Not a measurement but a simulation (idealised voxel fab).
Process module name: voxel ribs on slabs
The figure presents cross-section cut, which has a width of 215 nm and is divided into square cells with an edge length of 5 nm.
Cross-sections here: square-cell grids, written as top-down lists of bands, a band being one or more rows of cells.
This entry defines a band. It first specifies the height of the band's top and the height of its bottom in nm, and then specifies the band's materials from left to right, stating each material with its width in nm. The word "all across" identifies a single material that fills the band from edge to edge, while the word "empty" identifies empty space.
It should be noted that heights are counted from 0, beneath which the wafer as supplied is of one material throughout, and that the lowest band possesses no lower boundary but continues downward, as written in "0 and below".
A width given as "30 to 40" starts at the first number in the band's top row and ends at the second number in its bottom row, shifting by an equal amount at every step from row to row.
It should be understood that the words "identical to before", when stated for a given step, signify that the cross-section underwent no change in any of its cells during that step.
Empty spaces counting at least 8 cells and having no open way to the top are listed in "Sealed void list". The notation width x height at distance is used for each, the distance being from the left edge and all three values in nm.
after a step's settings: what the simulator itself notes on the step
You can add "overlay nm" to a step's line. For a step with a mask, it describes how far the mask lay to the right of its planned position, and a negative number describes a lay to the left.
Here's what the planned process steps look like:
1) RECEIVE,material Si
2) DIRECTIONAL_DEP,material SiO2,thk nm 30
3) DIRECTIONAL_DEP,material polySi,thk nm 15
4) PATTERN,tone cover,mask id RIB,material resist,width nm 20,thk nm 15,overlay nm 0
5) DIRECTIONAL_ETCH,etch materials polySi,depth nm 10
6) STRIP,etch materials resist
7) DIRECTIONAL_DEP,material aC,thk nm 10
8) PATTERN,tone cover,mask id SLAB,material resist,width nm 70,thk nm 30,overlay nm 0
9) DIRECTIONAL_ETCH,etch materials aC,depth nm 10
10) STRIP,etch materials resist
11) DIRECTIONAL_ETCH,etch materials polySi,depth nm 5
12) STRIP,etch materials aC
13) FILL_DEP,material SiO2,thk nm 20
14) CMP,height nm 55
15) DIRECTIONAL_DEP,material TiN,thk nm 5
16) DIRECTIONAL_DEP,material aC,thk nm 10
17) PATTERN,tone cover,mask id HEATER,material resist,width nm 30,thk nm 30,overlay nm 0
18) DIRECTIONAL_ETCH,etch materials aC,depth nm 10
19) STRIP,etch materials resist
20) DIRECTIONAL_ETCH,etch materials TiN,depth nm 5
21) STRIP,etch materials aC
22) CONFORMAL_DEP,material SiO2,thk nm 5
First wafer, two in total, run as planned:
Received-state cross-section, reflecting completion of step 1:
    0 and below = Si all across
    Sealed void list: none
Wafer after step 2 (cross-section):
    30 down to 0 = SiO2 all across
    Rest of section, below 0: as before.
Wafer after step 3 (cross-section):
    45 down to 30 = polySi all across
    Rest of section, below 30: as before.
Wafer after step 4 (cross-section):
    60 down to 45 = 95 nm empty  20 nm resist  100 nm empty
    Rest of section, below 45: as before.
Wafer after step 5 (cross-section):
    60 down to 45 = 95 nm empty  20 nm resist  100 nm empty
    45 down to 35 = 95 nm empty  20 nm polySi  100 nm empty
    Rest of section, below 35: as before.
Wafer after step 6 (cross-section):
    45 down to 35 = 95 nm empty  20 nm polySi  100 nm empty
    Rest of section, below 35: as before.
Wafer after step 7 (cross-section):
    55 down to 45 = 95 nm empty  20 nm aC  100 nm empty
    45 down to 35 = 95 nm aC  20 nm polySi  100 nm aC
    Rest of section, below 35: as before.
Wafer after step 8 (cross-section):
    85 down to 55 = 70 nm empty  70 nm resist  75 nm empty
    55 down to 45 = 70 nm empty  25 nm resist  20 nm aC  25 nm resist  75 nm empty
    Rest of section, below 45: as before.
Wafer after step 9 (cross-section):
    75 down to 55 = 70 nm empty  70 nm resist  75 nm empty
    55 down to 45 = 70 nm empty  25 nm resist  20 nm aC  25 nm resist  75 nm empty
    45 down to 35 = 70 nm empty  25 nm aC  20 nm polySi  25 nm aC  75 nm empty
    Rest of section, below 35: as before.
Wafer after step 10 (cross-section):
    55 down to 45 = 95 nm empty  20 nm aC  100 nm empty
    Rest of section, below 45: as before.
Wafer after step 11 (cross-section):
    55 down to 45 = 95 nm empty  20 nm aC  100 nm empty
    45 down to 35 = 70 nm empty  25 nm aC  20 nm polySi  25 nm aC  75 nm empty
    35 down to 30 = 70 nm empty  70 nm polySi  75 nm empty
    Rest of section, below 30: as before.
Wafer after step 12 (cross-section):
    45 down to 35 = 95 nm empty  20 nm polySi  100 nm empty
    Rest of section, below 35: as before.
Wafer after step 13 (cross-section):
    65 down to 45 = SiO2 all across
    45 down to 35 = 95 nm SiO2  20 nm polySi  100 nm SiO2
    35 down to 30 = 70 nm SiO2  70 nm polySi  75 nm SiO2
    Rest of section, below 30: as before.
Wafer after step 14 (cross-section):
    55 down to 45 = SiO2 all across
    Rest of section, below 45: as before.
Wafer after step 15 (cross-section):
    60 down to 55 = TiN all across
    Rest of section, below 55: as before.
Wafer after step 16 (cross-section):
    70 down to 60 = aC all across
    Rest of section, below 60: as before.
Wafer after step 17 (cross-section):
    100 down to 70 = 90 nm empty  30 nm resist  95 nm empty
    Rest of section, below 70: as before.
Wafer after step 18 (cross-section):
    90 down to 70 = 90 nm empty  30 nm resist  95 nm empty
    70 down to 60 = 90 nm empty  30 nm aC  95 nm empty
    Rest of section, below 60: as before.
Wafer after step 19 (cross-section):
    70 down to 60 = 90 nm empty  30 nm aC  95 nm empty
    Rest of section, below 60: as before.
Wafer after step 20 (cross-section):
    70 down to 60 = 90 nm empty  30 nm aC  95 nm empty
    60 down to 55 = 90 nm empty  30 nm TiN  95 nm empty
    Rest of section, below 55: as before.
Wafer after step 21 (cross-section):
    60 down to 55 = 90 nm empty  30 nm TiN  95 nm empty
    Rest of section, below 55: as before.
Wafer after step 22 (cross-section):
    65 down to 60 = 85 nm empty  40 nm SiO2  90 nm empty
    60 down to 55 = 90 nm SiO2  30 nm TiN  95 nm SiO2
    Rest of section, below 55: as before.
Second wafer. Start and plan as for the first. One mistake made in running. Agrees with the first up to and including step 13:
At the planned end of step 14, the second wafer in cross-section:
    50 down to 45 = SiO2 all across
    Rest of section, below 45: as before.
At the planned end of step 15, the second wafer in cross-section:
    55 down to 50 = TiN all across
    Rest of section, below 50: as before.
At the planned end of step 16, the second wafer in cross-section:
    65 down to 55 = aC all across
    Rest of section, below 55: as before.
At the planned end of step 17, the second wafer in cross-section:
    95 down to 65 = 90 nm empty  30 nm resist  95 nm empty
    Rest of section, below 65: as before.
At the planned end of step 18, the second wafer in cross-section:
    85 down to 65 = 90 nm empty  30 nm resist  95 nm empty
    65 down to 55 = 90 nm empty  30 nm aC  95 nm empty
    Rest of section, below 55: as before.
At the planned end of step 19, the second wafer in cross-section:
    65 down to 55 = 90 nm empty  30 nm aC  95 nm empty
    Rest of section, below 55: as before.
At the planned end of step 20, the second wafer in cross-section:
    65 down to 55 = 90 nm empty  30 nm aC  95 nm empty
    55 down to 50 = 90 nm empty  30 nm TiN  95 nm empty
    Rest of section, below 50: as before.
At the planned end of step 21, the second wafer in cross-section:
    55 down to 50 = 90 nm empty  30 nm TiN  95 nm empty
    Rest of section, below 50: as before.
At the planned end of step 22, the second wafer in cross-section:
    60 down to 55 = 85 nm empty  40 nm SiO2  90 nm empty
    55 down to 50 = 90 nm SiO2  30 nm TiN  95 nm SiO2
    Rest of section, below 50: as before.
What broke from the plan during processing? in deviation from the planned setting, step 14 was conducted as CMP,height nm 50
Per the end-of-run cell counts, the second wafer holds more or fewer of some materials than the first: 43 fewer of SiO2
